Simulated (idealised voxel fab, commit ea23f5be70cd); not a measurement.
This section sets out a process module, namely voxel double patterning.
Each square cell in cross-section cut measures 5 nm, and the section as a whole is 300 nm wide.
Cross-section, as written here: a square-cell grid given band by band from the top down, where a band holds one or more rows of cells. Look at the band entry: it leads with the top's height and the bottom's height in nm. Then it lists the materials left to right, with a width in nm for each. The word "all across" on a single material says that material fills the band edge to edge. The word "blank" is empty space. Below 0: as-received wafer, all one material; heights counted from there. Lowest band: no bottom, goes on down, written "0 nm and below". Per-row width for "30 to 40": begins at first number (top row of band), ends at second number (bottom row), increment between rows held constant. It should be understood that the words "no alteration", when stated for a given step, signify that the cross-section underwent no change in any of its cells during that step. "Sealed void inventory": sealed empty spaces, 8 cells or more, no open way to top, listed width x height at distance, with distance from the left edge and width, height and distance in nm. On each step's line, the part that comes after the settings is the simulator's own comment on the step. overlay nm: how far to the right of its planned place the mask lay on this masked step (negative: to the left).
## The following list gives the planned process steps
step 1: RECEIVE [material Si]
step 2: CONFORMAL_DEP [material SiN] [thk nm 5]
step 3: DIRECTIONAL_DEP [material SiO2] [thk nm 20]
step 4: DIRECTIONAL_DEP [material SiCN] [thk nm 10]
step 5: DIRECTIONAL_DEP [material aC] [thk nm 10]
step 6: PATTERN [tone open] [mask id FIRST] [material resist] [width nm 15] [pitch nm 50] [thk nm 25] [overlay nm 0]
step 7: DIRECTIONAL_ETCH [etch materials aC] [depth nm 10]
step 8: STRIP [etch materials resist]
step 9: DIRECTIONAL_ETCH [etch materials SiCN] [depth nm 10]
step 10: STRIP [etch materials aC]
step 11: DIRECTIONAL_DEP [material aC] [thk nm 10]
step 12: PATTERN [tone open] [mask id SECOND] [material resist] [width nm 15] [pitch nm 50] [thk nm 30] [overlay nm 0]
step 13: DIRECTIONAL_ETCH [etch materials aC] [depth nm 10]
step 14: STRIP [etch materials resist]
step 15: DIRECTIONAL_ETCH [etch materials SiCN] [depth nm 10]
step 16: STRIP [etch materials aC]
step 17: DIRECTIONAL_ETCH [etch materials SiO2] [depth nm 20]
step 18: STRIP [etch materials SiCN]
## Cross-sectional view of the wafer in its as-received condition, corresponding to the state after step 1
	0 nm and below = Si all across
	Sealed void inventory: none
## What the wafer looks like in cross-section after this module, when it starts as shown above and follows the plan above but one mistake is made in running it
	45 nm to 25 nm = SiO2 90, then blank 15, then SiO2 10, then blank 15, then SiO2 10, then blank 15, then SiO2 10, then blank 15, then SiO2 10, then blank 15, then SiO2 95
	25 nm to 5 nm = SiO2 all across
	5 nm to 0 nm = SiN all across
	0 nm and below = Si all across
	Sealed void inventory: none
Run error: step 3 of the plan was carried out twice
